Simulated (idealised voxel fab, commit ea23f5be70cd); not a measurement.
Proc. module: voxel wiring stack
The cross-section on display is named cut; it measures 280 nm wide, and its cells are 5 nm squares.
Square cells in a grid make up a cross-section in this document, and the grid is given as bands, listed from the top down, each one or more rows of cells.
Look at the band entry: it leads with the top's height and the bottom's height in nm. Then it lists the materials left to right, with a width in nm for each. The word "throughout" on a single material says that material fills the band edge to edge. The word "empty" is empty space.
Ref level 0: as-received wafer is one material below here. Bottom band extends down with no lower bound ("0..down").
Quick explanation for "30..40": the width changes in equal steps down the rows of cells, from the first number in the band's top row to the second number in its bottom row.
The cross-section has no changed cell in any step marked "identical to before".
Empty spaces without an open route to the top, at least 8 cells in extent, make up the entry "Fully sealed voids"; each is given as width x height at distance, where the distance is measured from the left edge, and all are in nm.
On each step's line, the part that comes after the settings is the simulator's own comment on the step.
Among the settings permitted on a step's line is "overlay nm"; applied to a step with a mask, it specifies the extent to which the mask lay to the right of its planned position, whereas a negative figure signifies a position to the left.
Read the rest as pairs. Take the cross-section before one process step, then the cross-section after it, which shows only down to the lowest band that changed. Under the pair, find the step between them and its settings. Bear in mind that pairs may come from different runs of this module on the same starting wafer: link a pair to the pair above it only where its entry headed "Pre-step profile" says to.
# Pre-step profile
* 65..60 | Ru throughout
* 60..55 | 110 nm TiN, 5 nm Ru, 35 nm TiN, 5 nm Ru, 125 nm TiN
* 55..35 | 105 nm lowk, 5 nm TiN, 5 nm Ru, 5 nm TiN, 25 nm lowk, 5 nm TiN, 5 nm Ru, 5 nm TiN, 120 nm lowk
* 35..30 | 105 nm SiCN, 15 nm TiN, 25 nm SiCN, 15 nm TiN, 120 nm SiCN
* 30..15 | 115 nm lowk, 5 nm TiN, 15 nm Cu, 5 nm TiN, 15 nm lowk, 5 nm TiN, 15 nm Cu, 5 nm TiN, 100 nm lowk
* 15..10 | 115 nm SiN, 25 nm TiN, 15 nm SiN, 25 nm TiN, 100 nm SiN
* 10..0 | SiO2 throughout
* 0..down | Si throughout
* Fully sealed voids: none
# Resulting Structure
* 55..35 | 105 nm lowk, 5 nm TiN, 5 nm Ru, 5 nm TiN, 25 nm lowk, 5 nm TiN, 5 nm Ru, 5 nm TiN, 120 nm lowk
* Heights below 35 show no change.
* Fully sealed voids: none
Relating the two cross-sections above, the step in between is CMP (height nm 55)
Pre-step profile: just use the after drawing of the pair above as your starting point.
# Resulting Structure
* 60..55 | SiCN throughout
* Heights below 55 show no change.
* Fully sealed voids: none
Relating the two cross-sections above, the step in between is CONFORMAL_DEP (material SiCN; thk nm 5)
Pre-step profile: just use the after drawing of the pair above as your starting point.
# Resulting Structure
* 85..60 | lowk throughout
* Heights below 60 show no change.
* Fully sealed voids: none
Relating the two cross-sections above, the step in between is DIRECTIONAL_DEP (material lowk; thk nm 25)
Pre-step profile: just use the after drawing of the pair above as your starting point.
# Resulting Structure
* 85..60 | 105 nm lowk, 25 nm empty, 15 nm lowk, 25 nm empty, 110 nm lowk
* Heights below 60 show no change.
* Fully sealed voids: none
Relating the two cross-sections above, the step in between is MASKED_ETCH (tone open; mask id METAL_2; width nm 25; pitch nm 40; etch materials lowk; depth nm 25; overlay nm 0)
Pre-step profile: just use the after drawing of the pair above as your starting point.
# Resulting Structure
* 85..60 | 105 nm lowk, 25 nm empty, 15 nm lowk, 25 nm empty, 110 nm lowk
* 60..55 | 105 nm SiCN, 25 nm empty, 15 nm SiCN, 25 nm empty, 110 nm SiCN
* Heights below 55 show no change.
* Fully sealed voids: none
Relating the two cross-sections above, the step in between is MASKED_ETCH (tone open; mask id METAL_2; width nm 25; pitch nm 40; etch materials SiCN; depth nm 5; overlay nm 0)
Pre-step profile: just use the after drawing of the pair above as your starting point.
# Resulting Structure
* 90..85 | 110 nm TiN, 15 nm empty, 25 nm TiN, 15 nm empty, 115 nm TiN
* 85..60 | 105 nm lowk, 5 nm TiN, 15 nm empty, 5 nm TiN, 15 nm lowk, 5 nm TiN, 15 nm empty, 5 nm TiN, 110 nm lowk
* 60..55 | 105 nm SiCN, 25 nm TiN, 15 nm SiCN, 25 nm TiN, 110 nm SiCN
* Heights below 55 show no change.
* Fully sealed voids: none
Relating the two cross-sections above, the step in between is CONFORMAL_DEP (material TiN; thk nm 5)
Pre-step profile: just use the after drawing of the pair above as your starting point.
# Resulting Structure
* 95..90 | Cu throughout
* 90..85 | 110 nm TiN, 15 nm Cu, 25 nm TiN, 15 nm Cu, 115 nm TiN
* 85..60 | 105 nm lowk, 5 nm TiN, 15 nm Cu, 5 nm TiN, 15 nm lowk, 5 nm TiN, 15 nm Cu, 5 nm TiN, 110 nm lowk
* Heights below 60 show no change.
* Fully sealed voids: none
Relating the two cross-sections above, the step in between is FILL_DEP (material Cu; thk nm 5)
Pre-step profile: just use the after drawing of the pair above as your starting point.
# Resulting Structure
* 85..60 | 105 nm lowk, 5 nm TiN, 15 nm Cu, 5 nm TiN, 15 nm lowk, 5 nm TiN, 15 nm Cu, 5 nm TiN, 110 nm lowk
* Heights below 60 show no change.
* Fully sealed voids: none
Relating the two cross-sections above, the step in between is CMP (height nm 85)
Pre-step profile: just use the after drawing of the pair above as your starting point.
# Resulting Structure
* 90..85 | SiN throughout
* Heights below 85 show no change.
* Fully sealed voids: none
Relating the two cross-sections above, the step in between is CONFORMAL_DEP (material SiN; thk nm 5)
# Pre-step profile
* 15..10 | SiN throughout
* 10..0 | SiO2 throughout
* 0..down | Si throughout
* Fully sealed voids: none
# Resulting Structure
* 30..10 | SiN throughout
* Heights below 10 show no change.
* Fully sealed voids: none
Relating the two cross-sections above, the step in between is DIRECTIONAL_DEP (material SiN; thk nm 15)
Pre-step profile: just use the after drawing of the pair above as your starting point.
# Resulting Structure
* 40..30 | aC throughout
* Heights below 30 show no change.
* Fully sealed voids: none
Relating the two cross-sections above, the step in between is DIRECTIONAL_DEP (material aC; thk nm 10)
Pre-step profile: just use the after drawing of the pair above as your starting point.
# Resulting Structure
* 70..40 | 105 nm resist, 25 nm empty, 15 nm resist, 25 nm empty, 110 nm resist
* Heights below 40 show no change.
* Fully sealed voids: none
Relating the two cross-sections above, the step in between is PATTERN (tone open; mask id METAL_1; material resist; width nm 25; pitch nm 40; thk nm 30; overlay nm 0)
Pre-step profile: just use the after drawing of the pair above as your starting point.
# Resulting Structure
* 60..40 | 105 nm resist, 25 nm empty, 15 nm resist, 25 nm empty, 110 nm resist
* 40..30 | 105 nm aC, 25 nm empty, 15 nm aC, 25 nm empty, 110 nm aC
* Heights below 30 show no change.
* Fully sealed voids: none
Relating the two cross-sections above, the step in between is DIRECTIONAL_ETCH (etch materials aC; depth nm 10)
Pre-step profile: just use the after drawing of the pair above as your starting point.
# Resulting Structure
* 40..30 | 105 nm aC, 25 nm empty, 15 nm aC, 25 nm empty, 110 nm aC
* Heights below 30 show no change.
* Fully sealed voids: none
Relating the two cross-sections above, the step in between is STRIP (etch materials resist)
Pre-step profile: just use the after drawing of the pair above as your starting point.
# Resulting Structure
* 40..30 | 105 nm aC, 25 nm empty, 15 nm aC, 25 nm empty, 110 nm aC
* 30..25 | 105 nm SiN, 25 nm empty, 15 nm SiN, 25 nm empty, 110 nm SiN
* Heights below 25 show no change.
* Fully sealed voids: none
Relating the two cross-sections above, the step in between is DIRECTIONAL_ETCH (etch materials SiN; depth nm 5)
Pre-step profile: just use the after drawing of the pair above as your starting point.
# Resulting Structure
* 30..25 | 105 nm SiN, 25 nm empty, 15 nm SiN, 25 nm empty, 110 nm SiN
* Heights below 25 show no change.
* Fully sealed voids: none
Relating the two cross-sections above, the step in between is STRIP (etch materials aC)
Pre-step profile: just use the after drawing of the pair above as your starting point.
# Resulting Structure
* 35..30 | 110 nm TiN, 15 nm empty, 25 nm TiN, 15 nm empty, 115 nm TiN
* 30..25 | 105 nm SiN, 25 nm TiN, 15 nm SiN, 25 nm TiN, 110 nm SiN
* Heights below 25 show no change.
* Fully sealed voids: none
Relating the two cross-sections above, the step in between is CONFORMAL_DEP (material TiN; thk nm 5)
Pre-step profile: just use the after drawing of the pair above as your starting point.
# Resulting Structure
* 40..35 | Cu throughout
* 35..30 | 110 nm TiN, 15 nm Cu, 25 nm TiN, 15 nm Cu, 115 nm TiN
* Heights below 30 show no change.
* Fully sealed voids: none
Relating the two cross-sections above, the step in between is FILL_DEP (material Cu; thk nm 5)
Pre-step profile: just use the after drawing of the pair above as your starting point.
# Resulting Structure
* 30..25 | 105 nm SiN, 25 nm TiN, 15 nm SiN, 25 nm TiN, 110 nm SiN
* Heights below 25 show no change.
* Fully sealed voids: none
Relating the two cross-sections above, the step in between is CMP (height nm 30)
Pre-step profile: just use the after drawing of the pair above as your starting point.
# Resulting Structure
* 35..30 | SiCN throughout
* Heights below 30 show no change.
* Fully sealed voids: none
Relating the two cross-sections above, the step in between is CONFORMAL_DEP (material SiCN; thk nm 5)
Pre-step profile: just use the after drawing of the pair above as your starting point.
# Resulting Structure
* 55..35 | lowk throughout
* Heights below 35 show no change.
* Fully sealed voids: none
Relating the two cross-sections above, the step in between is DIRECTIONAL_DEP (material lowk; thk nm 20)
Pre-step profile: just use the after drawing of the pair above as your starting point.
# Resulting Structure
* 70..55 | aC throughout
* Heights below 55 show no change.
* Fully sealed voids: none
Relating the two cross-sections above, the step in between is DIRECTIONAL_DEP (material aC; thk nm 15)
Pre-step profile: just use the after drawing of the pair above as your starting point.
# Resulting Structure
* 105..70 | 105 nm resist, 15 nm empty, 25 nm resist, 15 nm empty, 120 nm resist
* Heights below 70 show no change.
* Fully sealed voids: none
Relating the two cross-sections above, the step in between is PATTERN (tone open; mask id PLUG_1; material resist; width nm 15; pitch nm 40; thk nm 35; overlay nm 0)
Pre-step profile: just use the after drawing of the pair above as your starting point.
# Resulting Structure
* 90..70 | 105 nm resist, 15 nm empty, 25 nm resist, 15 nm empty, 120 nm resist
* 70..55 | 105 nm aC, 15 nm empty, 25 nm aC, 15 nm empty, 120 nm aC
* Heights below 55 show no change.
* Fully sealed voids: none
Relating the two cross-sections above, the step in between is DIRECTIONAL_ETCH (etch materials aC; depth nm 15)
Pre-step profile: just use the after drawing of the pair above as your starting point.
# Resulting Structure
* 70..55 | 105 nm aC, 15 nm empty, 25 nm aC, 15 nm empty, 120 nm aC
* Heights below 55 show no change.
* Fully sealed voids: none
Relating the two cross-sections above, the step in between is STRIP (etch materials resist)
Pre-step profile: just use the after drawing of the pair above as your starting point.
# Resulting Structure
* 70..55 | 105 nm aC, 15 nm empty, 25 nm aC, 15 nm empty, 120 nm aC
* 55..35 | 105 nm lowk, 15 nm empty, 25 nm lowk, 15 nm empty, 120 nm lowk
* Heights below 35 show no change.
* Fully sealed voids: none
Relating the two cross-sections above, the step in between is DIRECTIONAL_ETCH (etch materials lowk; depth nm 20)
Pre-step profile: just use the after drawing of the pair above as your starting point.
# Resulting Structure
* 70..55 | 105 nm aC, 15 nm empty, 25 nm aC, 15 nm empty, 120 nm aC
* 55..35 | 105 nm lowk, 15 nm empty, 25 nm lowk, 15 nm empty, 120 nm lowk
* 35..30 | 105 nm SiCN, 15 nm empty, 25 nm SiCN, 15 nm empty, 120 nm SiCN
* Heights below 30 show no change.
* Fully sealed voids: none
Relating the two cross-sections above, the step in between is DIRECTIONAL_ETCH (etch materials SiCN; depth nm 5)
Pre-step profile: just use the after drawing of the pair above as your starting point.
# Resulting Structure
* 55..35 | 105 nm lowk, 15 nm empty, 25 nm lowk, 15 nm empty, 120 nm lowk
* Heights below 35 show no change.
* Fully sealed voids: none
Relating the two cross-sections above, the step in between is STRIP (etch materials aC)
Pre-step profile: just use the after drawing of the pair above as your starting point.
# Resulting Structure
* 60..55 | 110 nm TiN, 5 nm empty, 35 nm TiN, 5 nm empty, 125 nm TiN
* 55..35 | 105 nm lowk, 5 nm TiN, 5 nm empty, 5 nm TiN, 25 nm lowk, 5 nm TiN, 5 nm empty, 5 nm TiN, 120 nm lowk
* 35..30 | 105 nm SiCN, 15 nm TiN, 25 nm SiCN, 15 nm TiN, 120 nm SiCN
* Heights below 30 show no change.
* Fully sealed voids: none
Relating the two cross-sections above, the step in between is CONFORMAL_DEP (material TiN; thk nm 5)
Pre-step profile: just use the after drawing of the pair above as your starting point.
# Resulting Structure
* 65..60 | Ru throughout
* 60..55 | 110 nm TiN, 5 nm Ru, 35 nm TiN, 5 nm Ru, 125 nm TiN
* 55..35 | 105 nm lowk, 5 nm TiN, 5 nm Ru, 5 nm TiN, 25 nm lowk, 5 nm TiN, 5 nm Ru, 5 nm TiN, 120 nm lowk
* Heights below 35 show no change.
* Fully sealed voids: none
Relating the two cross-sections above, the step in between is FILL_DEP (material Ru; thk nm 5)
Pre-step profile: just use the after drawing of the pair above as your starting point.
# Resulting Structure
* 55..35 | 105 nm lowk, 5 nm TiN, 5 nm Ru, 5 nm TiN, 25 nm lowk, 5 nm TiN, 5 nm Ru, 5 nm TiN, 120 nm lowk
* Heights below 35 show no change.
* Fully sealed voids: none
Relating the two cross-sections above, the step in between is CMP (height nm 55)
Pre-step profile: just use the after drawing of the pair above as your starting point.
# Resulting Structure
* 60..55 | SiCN throughout
* Heights below 55 show no change.
* Fully sealed voids: none
Relating the two cross-sections above, the step in between is CONFORMAL_DEP (material SiCN; thk nm 5)
Pre-step profile: just use the after drawing of the pair above as your starting point.
# Resulting Structure
* 85..60 | lowk throughout
* Heights below 60 show no change.
* Fully sealed voids: none
Relating the two cross-sections above, the step in between is DIRECTIONAL_DEP (material lowk; thk nm 25)
Pre-step profile: just use the after drawing of the pair above as your starting point.
# Resulting Structure
* 85..60 | 105 nm lowk, 25 nm empty, 15 nm lowk, 25 nm empty, 110 nm lowk
* Heights below 60 show no change.
* Fully sealed voids: none
Relating the two cross-sections above, the step in between is MASKED_ETCH (tone open; mask id METAL_2; width nm 25; pitch nm 40; etch materials lowk; depth nm 25; overlay nm 0)
Pre-step profile: just use the after drawing of the pair above as your starting point.
# Resulting Structure
* 85..60 | 105 nm lowk, 25 nm empty, 15 nm lowk, 25 nm empty, 110 nm lowk
* 60..55 | 105 nm SiCN, 25 nm empty, 15 nm SiCN, 25 nm empty, 110 nm SiCN
* Heights below 55 show no change.
* Fully sealed voids: none
Relating the two cross-sections above, the step in between is MASKED_ETCH (tone open; mask id METAL_2; width nm 25; pitch nm 40; etch materials SiCN; depth nm 5; overlay nm 0)
Pre-step profile: just use the after drawing of the pair above as your starting point.
# Resulting Structure
* 90..85 | 110 nm TiN, 15 nm empty, 25 nm TiN, 15 nm empty, 115 nm TiN
* 85..60 | 105 nm lowk, 5 nm TiN, 15 nm empty, 5 nm TiN, 15 nm lowk, 5 nm TiN, 15 nm empty, 5 nm TiN, 110 nm lowk
* 60..55 | 105 nm SiCN, 25 nm TiN, 15 nm SiCN, 25 nm TiN, 110 nm SiCN
* Heights below 55 show no change.
* Fully sealed voids: none
Relating the two cross-sections above, the step in between is CONFORMAL_DEP (material TiN; thk nm 5)
Pre-step profile: just use the after drawing of the pair above as your starting point.
# Resulting Structure
* 95..90 | Cu throughout
* 90..85 | 110 nm TiN, 15 nm Cu, 25 nm TiN, 15 nm Cu, 115 nm TiN
* 85..60 | 105 nm lowk, 5 nm TiN, 15 nm Cu, 5 nm TiN, 15 nm lowk, 5 nm TiN, 15 nm Cu, 5 nm TiN, 110 nm lowk
* Heights below 60 show no change.
* Fully sealed voids: none
Relating the two cross-sections above, the step in between is FILL_DEP (material Cu; thk nm 5)
Pre-step profile: just use the after drawing of the pair above as your starting point.
# Resulting Structure
* 85..60 | 105 nm lowk, 5 nm TiN, 15 nm Cu, 5 nm TiN, 15 nm lowk, 5 nm TiN, 15 nm Cu, 5 nm TiN, 110 nm lowk
* Heights below 60 show no change.
* Fully sealed voids: none
Relating the two cross-sections above, the step in between is CMP (height nm 85)
Pre-step profile: just use the after drawing of the pair above as your starting point.
# Resulting Structure
* 90..85 | SiN throughout
* Heights below 85 show no change.
* Fully sealed voids: none
Relating the two cross-sections above, the step in between is CONFORMAL_DEP (material SiN; thk nm 5)
# Pre-step profile
* 40..30 | aC throughout
* 30..15 | lowk throughout
* 15..10 | SiN throughout
* 10..0 | SiO2 throughout
* 0..down | Si throughout
* Fully sealed voids: none
# Resulting Structure
* 70..40 | 105 nm empty, 25 nm resist, 15 nm empty, 25 nm resist, 110 nm empty
* Heights below 40 show no change.
* Fully sealed voids: none
Relating the two cross-sections above, the step in between is PATTERN (tone cover; mask id METAL_1; material resist; width nm 25; pitch nm 40; thk nm 30; overlay nm 0)
Pre-step profile: just use the after drawing of the pair above as your starting point.
# Resulting Structure
* 60..40 | 105 nm empty, 25 nm resist, 15 nm empty, 25 nm resist, 110 nm empty
* 40..30 | 105 nm empty, 25 nm aC, 15 nm empty, 25 nm aC, 110 nm empty
* Heights below 30 show no change.
* Fully sealed voids: none
Relating the two cross-sections above, the step in between is DIRECTIONAL_ETCH (etch materials aC; depth nm 10)
Pre-step profile: just use the after drawing of the pair above as your starting point.
# Resulting Structure
* 40..30 | 105 nm empty, 25 nm aC, 15 nm empty, 25 nm aC, 110 nm empty
* Heights below 30 show no change.
* Fully sealed voids: none
Relating the two cross-sections above, the step in between is STRIP (etch materials resist)
Pre-step profile: just use the after drawing of the pair above as your starting point.
# Resulting Structure
* 40..30 | 105 nm empty, 25 nm aC, 15 nm empty, 25 nm aC, 110 nm empty
* 30..15 | 105 nm empty, 25 nm lowk, 15 nm empty, 25 nm lowk, 110 nm empty
* Heights below 15 show no change.
* Fully sealed voids: none
Relating the two cross-sections above, the step in between is DIRECTIONAL_ETCH (etch materials lowk; depth nm 15)
Pre-step profile: just use the after drawing of the pair above as your starting point.
# Resulting Structure
* 40..30 | 105 nm empty, 25 nm aC, 15 nm empty, 25 nm aC, 110 nm empty
* 30..15 | 105 nm empty, 25 nm lowk, 15 nm empty, 25 nm lowk, 110 nm empty
* 15..10 | 105 nm empty, 25 nm SiN, 15 nm empty, 25 nm SiN, 110 nm empty
* Heights below 10 show no change.
* Fully sealed voids: none
Relating the two cross-sections above, the step in between is DIRECTIONAL_ETCH (etch materials SiN; depth nm 5)
Pre-step profile: just use the after drawing of the pair above as your starting point.
# Resulting Structure
* 30..15 | 105 nm empty, 25 nm lowk, 15 nm empty, 25 nm lowk, 110 nm empty
* Heights below 15 show no change.
* Fully sealed voids: none
Relating the two cross-sections above, the step in between is STRIP (etch materials aC)
Pre-step profile: just use the after drawing of the pair above as your starting point.
# Resulting Structure
* 35..30 | 100 nm empty, 35 nm TiN, 5 nm empty, 35 nm TiN, 105 nm empty
* 30..15 | 100 nm empty, 5 nm TiN, 25 nm lowk, 5 nm TiN, 5 nm empty, 5 nm TiN, 25 nm lowk, 5 nm TiN, 105 nm empty
* 15..10 | 105 nm TiN, 25 nm SiN, 15 nm TiN, 25 nm SiN, 110 nm TiN
* Heights below 10 show no change.
* Fully sealed voids: none
Relating the two cross-sections above, the step in between is CONFORMAL_DEP (material TiN; thk nm 5)
Pre-step profile: just use the after drawing of the pair above as your starting point.
# Resulting Structure
* 40..35 | Cu throughout
* 35..30 | 100 nm Cu, 35 nm TiN, 5 nm Cu, 35 nm TiN, 105 nm Cu
* 30..15 | 100 nm Cu, 5 nm TiN, 25 nm lowk, 5 nm TiN, 5 nm Cu, 5 nm TiN, 25 nm lowk, 5 nm TiN, 105 nm Cu
* Heights below 15 show no change.
* Fully sealed voids: none
Relating the two cross-sections above, the step in between is FILL_DEP (material Cu; thk nm 5)
Pre-step profile: just use the after drawing of the pair above as your starting point.
# Resulting Structure
* 30..15 | 100 nm Cu, 5 nm TiN, 25 nm lowk, 5 nm TiN, 5 nm Cu, 5 nm TiN, 25 nm lowk, 5 nm TiN, 105 nm Cu
* Heights below 15 show no change.
* Fully sealed voids: none
Relating the two cross-sections above, the step in between is CMP (height nm 30)
Pre-step profile: just use the after drawing of the pair above as your starting point.
# Resulting Structure
* 35..30 | SiCN throughout
* Heights below 30 show no change.
* Fully sealed voids: none
Relating the two cross-sections above, the step in between is CONFORMAL_DEP (material SiCN; thk nm 5)
Pre-step profile: just use the after drawing of the pair above as your starting point.
# Resulting Structure
* 55..35 | lowk throughout
* Heights below 35 show no change.
* Fully sealed voids: none
Relating the two cross-sections above, the step in between is DIRECTIONAL_DEP (material lowk; thk nm 20)
Pre-step profile: just use the after drawing of the pair above as your starting point.
# Resulting Structure
* 70..55 | aC throughout
* Heights below 55 show no change.
* Fully sealed voids: none
Relating the two cross-sections above, the step in between is DIRECTIONAL_DEP (material aC; thk nm 15)
Pre-step profile: just use the after drawing of the pair above as your starting point.
# Resulting Structure
* 105..70 | 105 nm resist, 15 nm empty, 25 nm resist, 15 nm empty, 120 nm resist
* Heights below 70 show no change.
* Fully sealed voids: none
Relating the two cross-sections above, the step in between is PATTERN (tone open; mask id PLUG_1; material resist; width nm 15; pitch nm 40; thk nm 35; overlay nm 0)
Pre-step profile: just use the after drawing of the pair above as your starting point.
# Resulting Structure
* 90..70 | 105 nm resist, 15 nm empty, 25 nm resist, 15 nm empty, 120 nm resist
* 70..55 | 105 nm aC, 15 nm empty, 25 nm aC, 15 nm empty, 120 nm aC
* Heights below 55 show no change.
* Fully sealed voids: none
Relating the two cross-sections above, the step in between is DIRECTIONAL_ETCH (etch materials aC; depth nm 15)
Pre-step profile: just use the after drawing of the pair above as your starting point.
# Resulting Structure
* 70..55 | 105 nm aC, 15 nm empty, 25 nm aC, 15 nm empty, 120 nm aC
* Heights below 55 show no change.
* Fully sealed voids: none
Relating the two cross-sections above, the step in between is STRIP (etch materials resist)
Pre-step profile: just use the after drawing of the pair above as your starting point.
# Resulting Structure
* 70..55 | 105 nm aC, 15 nm empty, 25 nm aC, 15 nm empty, 120 nm aC
* 55..35 | 105 nm lowk, 15 nm empty, 25 nm lowk, 15 nm empty, 120 nm lowk
* Heights below 35 show no change.
* Fully sealed voids: none
Relating the two cross-sections above, the step in between is DIRECTIONAL_ETCH (etch materials lowk; depth nm 20)
Pre-step profile: just use the after drawing of the pair above as your starting point.
# Resulting Structure
* 70..55 | 105 nm aC, 15 nm empty, 25 nm aC, 15 nm empty, 120 nm aC
* 55..35 | 105 nm lowk, 15 nm empty, 25 nm lowk, 15 nm empty, 120 nm lowk
* 35..30 | 105 nm SiCN, 15 nm empty, 25 nm SiCN, 15 nm empty, 120 nm SiCN
* Heights below 30 show no change.
* Fully sealed voids: none
Relating the two cross-sections above, the step in between is DIRECTIONAL_ETCH (etch materials SiCN; depth nm 5)
Pre-step profile: just use the after drawing of the pair above as your starting point.
# Resulting Structure
* 55..35 | 105 nm lowk, 15 nm empty, 25 nm lowk, 15 nm empty, 120 nm lowk
* Heights below 35 show no change.
* Fully sealed voids: none
Relating the two cross-sections above, the step in between is STRIP (etch materials aC)
Pre-step profile: just use the after drawing of the pair above as your starting point.
# Resulting Structure
* 60..55 | 110 nm TiN, 5 nm empty, 35 nm TiN, 5 nm empty, 125 nm TiN
* 55..35 | 105 nm lowk, 5 nm TiN, 5 nm empty, 5 nm TiN, 25 nm lowk, 5 nm TiN, 5 nm empty, 5 nm TiN, 120 nm lowk
* 35..30 | 105 nm SiCN, 15 nm TiN, 25 nm SiCN, 15 nm TiN, 120 nm SiCN
* Heights below 30 show no change.
* Fully sealed voids: none
Relating the two cross-sections above, the step in between is CONFORMAL_DEP (material TiN; thk nm 5)
Pre-step profile: just use the after drawing of the pair above as your starting point.
# Resulting Structure
* 65..60 | Ru throughout
* 60..55 | 110 nm TiN, 5 nm Ru, 35 nm TiN, 5 nm Ru, 125 nm TiN
* 55..35 | 105 nm lowk, 5 nm TiN, 5 nm Ru, 5 nm TiN, 25 nm lowk, 5 nm TiN, 5 nm Ru, 5 nm TiN, 120 nm lowk
* Heights below 35 show no change.
* Fully sealed voids: none
Relating the two cross-sections above, the step in between is FILL_DEP (material Ru; thk nm 5)
Pre-step profile: just use the after drawing of the pair above as your starting point.
# Resulting Structure
* 55..35 | 105 nm lowk, 5 nm TiN, 5 nm Ru, 5 nm TiN, 25 nm lowk, 5 nm TiN, 5 nm Ru, 5 nm TiN, 120 nm lowk
* Heights below 35 show no change.
* Fully sealed voids: none
Relating the two cross-sections above, the step in between is CMP (height nm 55)
Pre-step profile: just use the after drawing of the pair above as your starting point.
# Resulting Structure
* 60..55 | SiCN throughout
* Heights below 55 show no change.
* Fully sealed voids: none
Relating the two cross-sections above, the step in between is CONFORMAL_DEP (material SiCN; thk nm 5)
Pre-step profile: just use the after drawing of the pair above as your starting point.
# Resulting Structure
* 85..60 | lowk throughout
* Heights below 60 show no change.
* Fully sealed voids: none
Relating the two cross-sections above, the step in between is DIRECTIONAL_DEP (material lowk; thk nm 25)
Pre-step profile: just use the after drawing of the pair above as your starting point.
# Resulting Structure
* 85..60 | 105 nm lowk, 25 nm empty, 15 nm lowk, 25 nm empty, 110 nm lowk
* Heights below 60 show no change.
* Fully sealed voids: none
Relating the two cross-sections above, the step in between is MASKED_ETCH (tone open; mask id METAL_2; width nm 25; pitch nm 40; etch materials lowk; depth nm 25; overlay nm 0)
Pre-step profile: just use the after drawing of the pair above as your starting point.
# Resulting Structure
* 85..60 | 105 nm lowk, 25 nm empty, 15 nm lowk, 25 nm empty, 110 nm lowk
* 60..55 | 105 nm SiCN, 25 nm empty, 15 nm SiCN, 25 nm empty, 110 nm SiCN
* Heights below 55 show no change.
* Fully sealed voids: none
Relating the two cross-sections above, the step in between is MASKED_ETCH (tone open; mask id METAL_2; width nm 25; pitch nm 40; etch materials SiCN; depth nm 5; overlay nm 0)
Pre-step profile: just use the after drawing of the pair above as your starting point.
# Resulting Structure
* 90..85 | 110 nm TiN, 15 nm empty, 25 nm TiN, 15 nm empty, 115 nm TiN
* 85..60 | 105 nm lowk, 5 nm TiN, 15 nm empty, 5 nm TiN, 15 nm lowk, 5 nm TiN, 15 nm empty, 5 nm TiN, 110 nm lowk
* 60..55 | 105 nm SiCN, 25 nm TiN, 15 nm SiCN, 25 nm TiN, 110 nm SiCN
* Heights below 55 show no change.
* Fully sealed voids: none
Relating the two cross-sections above, the step in between is CONFORMAL_DEP (material TiN; thk nm 5)
Pre-step profile: just use the after drawing of the pair above as your starting point.
# Resulting Structure
* 95..90 | Cu throughout
* 90..85 | 110 nm TiN, 15 nm Cu, 25 nm TiN, 15 nm Cu, 115 nm TiN
* 85..60 | 105 nm lowk, 5 nm TiN, 15 nm Cu, 5 nm TiN, 15 nm lowk, 5 nm TiN, 15 nm Cu, 5 nm TiN, 110 nm lowk
* Heights below 60 show no change.
* Fully sealed voids: none
Relating the two cross-sections above, the step in between is FILL_DEP (material Cu; thk nm 5)
Pre-step profile: just use the after drawing of the pair above as your starting point.
# Resulting Structure
* 85..60 | 105 nm lowk, 5 nm TiN, 15 nm Cu, 5 nm TiN, 15 nm lowk, 5 nm TiN, 15 nm Cu, 5 nm TiN, 110 nm lowk
* Heights below 60 show no change.
* Fully sealed voids: none
Relating the two cross-sections above, the step in between is CMP (height nm 85)
Pre-step profile: just use the after drawing of the pair above as your starting point.
# Resulting Structure
* 90..85 | SiN throughout
* Heights below 85 show no change.
* Fully sealed voids: none
Relating the two cross-sections above, the step in between is CONFORMAL_DEP (material SiN; thk nm 5)
